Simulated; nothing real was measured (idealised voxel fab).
process module | voxel spacer lines
cross-section cut | 210 nm wide | cells 5 nm
A cross-section is a grid of square cells, given in bands from the top down. A band is one or more rows of cells.
Each band's line starts with the height of the band's top and of its bottom, in nm. Then come its materials from left to right, each with its width in nm. One material with "throughout" fills the band from edge to edge. "air" is empty space.
Height 0 is the level under which the wafer as received is all one material. The lowest band goes on downwards, as in "0 down".
A width such as "30 to 40" changes by the same amount from each row of cells to the next, from the band's top row to its bottom row.
"no change" after a step means that no cell of the cross-section changed.
closed voids: empty space of 8 cells or more with no open way to the top, each as width x height at its distance from the left edge, in nm
after a step's settings: what the simulator itself notes on the step
overlay nm, on a step with a mask: how far to the right of its planned place the mask lay; to the left if negative
plan
1 op RECEIVE | material Si
2 op CONFORMAL_DEP | material Al2O3 | thk nm 10
3 op DIRECTIONAL_DEP | material TiN | thk nm 10
4 op DIRECTIONAL_DEP | material polySi | thk nm 30
5 op PATTERN | tone cover | mask id MANDREL | material resist | width nm 15 | pitch nm 50 | thk nm 40 | overlay nm 0
6 op DIRECTIONAL_ETCH | etch materials polySi | depth nm 30
7 op STRIP | etch materials resist
8 op CONFORMAL_DEP | material SiO2 | thk nm 10
9 op DIRECTIONAL_ETCH | etch materials SiO2 | depth nm 10
10 op STRIP | etch materials polySi
11 op DIRECTIONAL_ETCH | etch materials TiN | depth nm 10
12 op STRIP | etch materials SiO2
first wafer, as planned
as received, after step 1
  0 down: Si throughout
  closed voids: none
after step 2
  10 to 0: Al2O3 throughout
  below 0: unchanged
after step 3
  20 to 10: TiN throughout
  below 10: unchanged
after step 4
  50 to 20: polySi throughout
  below 20: unchanged
after step 5
  90 to 50: air 45 | resist 15 | air 35 | resist 15 | air 35 | resist 15 | air 50
  below 50: unchanged
after step 6
  90 to 50: air 45 | resist 15 | air 35 | resist 15 | air 35 | resist 15 | air 50
  50 to 20: air 45 | polySi 15 | air 35 | polySi 15 | air 35 | polySi 15 | air 50
  below 20: unchanged
after step 7
  50 to 20: air 45 | polySi 15 | air 35 | polySi 15 | air 35 | polySi 15 | air 50
  below 20: unchanged
after step 8
  60 to 50: air 35 | SiO2 35 | air 15 | SiO2 35 | air 15 | SiO2 35 | air 40
  50 to 30: air 35 | SiO2 10 | polySi 15 | SiO2 10 | air 15 | SiO2 10 | polySi 15 | SiO2 10 | air 15 | SiO2 10 | polySi 15 | SiO2 10 | air 40
  30 to 20: SiO2 45 | polySi 15 | SiO2 35 | polySi 15 | SiO2 35 | polySi 15 | SiO2 50
  below 20: unchanged
after step 9
  50 to 20: air 35 | SiO2 10 | polySi 15 | SiO2 10 | air 15 | SiO2 10 | polySi 15 | SiO2 10 | air 15 | SiO2 10 | polySi 15 | SiO2 10 | air 40
  below 20: unchanged
after step 10
  50 to 20: air 35 | SiO2 10 | air 15 | SiO2 10 | air 15 | SiO2 10 | air 15 | SiO2 10 | air 15 | SiO2 10 | air 15 | SiO2 10 | air 40
  below 20: unchanged
after step 11
  50 to 20: air 35 | SiO2 10 | air 15 | SiO2 10 | air 15 | SiO2 10 | air 15 | SiO2 10 | air 15 | SiO2 10 | air 15 | SiO2 10 | air 40
  20 to 10: air 35 | TiN 10 | air 15 | TiN 10 | air 15 | TiN 10 | air 15 | TiN 10 | air 15 | TiN 10 | air 15 | TiN 10 | air 40
  below 10: unchanged
after step 12
  20 to 10: air 35 | TiN 10 | air 15 | TiN 10 | air 15 | TiN 10 | air 15 | TiN 10 | air 15 | TiN 10 | air 15 | TiN 10 | air 40
  below 10: unchanged
second wafer: like start, like plan, one mistake. Through step 4 it matches the first wafer
when step 5 should have ended
  90 to 50: air 40 | resist 25 | air 25 | resist 25 | air 25 | resist 25 | air 45
  below 50: unchanged
when step 6 should have ended
  90 to 50: air 40 | resist 25 | air 25 | resist 25 | air 25 | resist 25 | air 45
  50 to 20: air 40 | polySi 25 | air 25 | polySi 25 | air 25 | polySi 25 | air 45
  below 20: unchanged
when step 7 should have ended
  50 to 20: air 40 | polySi 25 | air 25 | polySi 25 | air 25 | polySi 25 | air 45
  below 20: unchanged
when step 8 should have ended
  60 to 50: air 30 | SiO2 45 | air 5 | SiO2 45 | air 5 | SiO2 45 | air 35
  50 to 30: air 30 | SiO2 10 | polySi 25 | SiO2 10 | air 5 | SiO2 10 | polySi 25 | SiO2 10 | air 5 | SiO2 10 | polySi 25 | SiO2 10 | air 35
  30 to 20: SiO2 40 | polySi 25 | SiO2 25 | polySi 25 | SiO2 25 | polySi 25 | SiO2 45
  below 20: unchanged
when step 9 should have ended
  50 to 20: air 30 | SiO2 10 | polySi 25 | SiO2 10 | air 5 | SiO2 10 | polySi 25 | SiO2 10 | air 5 | SiO2 10 | polySi 25 | SiO2 10 | air 35
  below 20: unchanged
when step 10 should have ended
  50 to 20: air 30 | SiO2 10 | air 25 | SiO2 10 | air 5 | SiO2 10 | air 25 | SiO2 10 | air 5 | SiO2 10 | air 25 | SiO2 10 | air 35
  below 20: unchanged
when step 11 should have ended
  50 to 20: air 30 | SiO2 10 | air 25 | SiO2 10 | air 5 | SiO2 10 | air 25 | SiO2 10 | air 5 | SiO2 10 | air 25 | SiO2 10 | air 35
  20 to 10: air 30 | TiN 10 | air 25 | TiN 10 | air 5 | TiN 10 | air 25 | TiN 10 | air 5 | TiN 10 | air 25 | TiN 10 | air 35
  below 10: unchanged
when step 12 should have ended
  20 to 10: air 30 | TiN 10 | air 25 | TiN 10 | air 5 | TiN 10 | air 25 | TiN 10 | air 5 | TiN 10 | air 25 | TiN 10 | air 35
  below 10: unchanged
what went wrong: step 5 ran as: op PATTERN | tone cover | mask id MANDREL | material resist | width nm 25 | pitch nm 50 | thk nm 40 | overlay nm 0
at the end the second wafer has, in cells: as many of each material as the first, in other places
